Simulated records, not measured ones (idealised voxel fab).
process module | voxel fin reveal
cross-section cut | 220 nm wide | cells 5 nm
A cross-section is a grid of square cells, given in bands from the top down. A band is one or more rows of cells.
Each band's line starts with the height of the band's top and of its bottom, in nm. Then come its materials from left to right, each with its width in nm. One material with "throughout" fills the band from edge to edge. "air" is empty space.
Height 0 is the level under which the wafer as received is all one material. The lowest band goes on downwards, as in "0 down".
A width such as "30 to 40" changes by the same amount from each row of cells to the next, from the band's top row to its bottom row.
"no change" after a step means that no cell of the cross-section changed.
closed voids: empty space of 8 cells or more with no open way to the top, each as width x height at its distance from the left edge, in nm
after a step's settings: what the simulator itself notes on the step
overlay nm, on a step with a mask: how far to the right of its planned place the mask lay; to the left if negative
plan
1 op RECEIVE | material Si
2 op CONFORMAL_DEP | material SiN | thk nm 10
3 op PATTERN | tone cover | mask id FINS | material resist | width nm 15 | pitch nm 35 | thk nm 20 | overlay nm 0
4 op DIRECTIONAL_ETCH | etch materials SiN | depth nm 10
5 op DIRECTIONAL_ETCH | etch materials Si | depth nm 30
6 op STRIP | etch materials resist
7 op FILL_DEP | material SiO2 | thk nm 15
8 op CMP | height nm 10
9 op SELECTIVE_ETCH | etch materials SiO2 | depth nm 25
10 op STRIP | etch materials SiN
first wafer, as planned
as received, after step 1
  0 down: Si throughout
  closed voids: none
after step 2
  10 to 0: SiN throughout
  below 0: unchanged
after step 3
  30 to 10: air 85 | resist 15 | air 20 | resist 15 | air 85
  below 10: unchanged
after step 4
  30 to 10: air 85 | resist 15 | air 20 | resist 15 | air 85
  10 to 0: air 85 | SiN 15 | air 20 | SiN 15 | air 85
  below 0: unchanged
after step 5
  30 to 10: air 85 | resist 15 | air 20 | resist 15 | air 85
  10 to 0: air 85 | SiN 15 | air 20 | SiN 15 | air 85
  0 to -30: air 85 | Si 15 | air 20 | Si 15 | air 85
  below -30: unchanged
after step 6
  10 to 0: air 85 | SiN 15 | air 20 | SiN 15 | air 85
  below 0: unchanged
after step 7
  25 to 10: SiO2 throughout
  10 to 0: SiO2 85 | SiN 15 | SiO2 20 | SiN 15 | SiO2 85
  0 to -30: SiO2 85 | Si 15 | SiO2 20 | Si 15 | SiO2 85
  below -30: unchanged
after step 8
  10 to 0: SiO2 85 | SiN 15 | SiO2 20 | SiN 15 | SiO2 85
  below 0: unchanged
after step 9
  10 to 0: air 85 | SiN 15 | air 20 | SiN 15 | air 85
  0 to -15: air 85 | Si 15 | air 20 | Si 15 | air 85
  below -15: unchanged
after step 10
  0 to -15: air 85 | Si 15 | air 20 | Si 15 | air 85
  below -15: unchanged
second wafer: like start, like plan, one mistake. Through step 7 it matches the first wafer
when step 8 should have ended: no change
when step 9 should have ended
  10 to 0: air 85 | SiN 15 | air 20 | SiN 15 | air 85
  below 0: unchanged
when step 10 should have ended
  0 to -30: SiO2 85 | Si 15 | SiO2 20 | Si 15 | SiO2 85
  below -30: unchanged
what went wrong: step 8 was left out
at the end the second wafer has, in cells: 114 more of SiO2
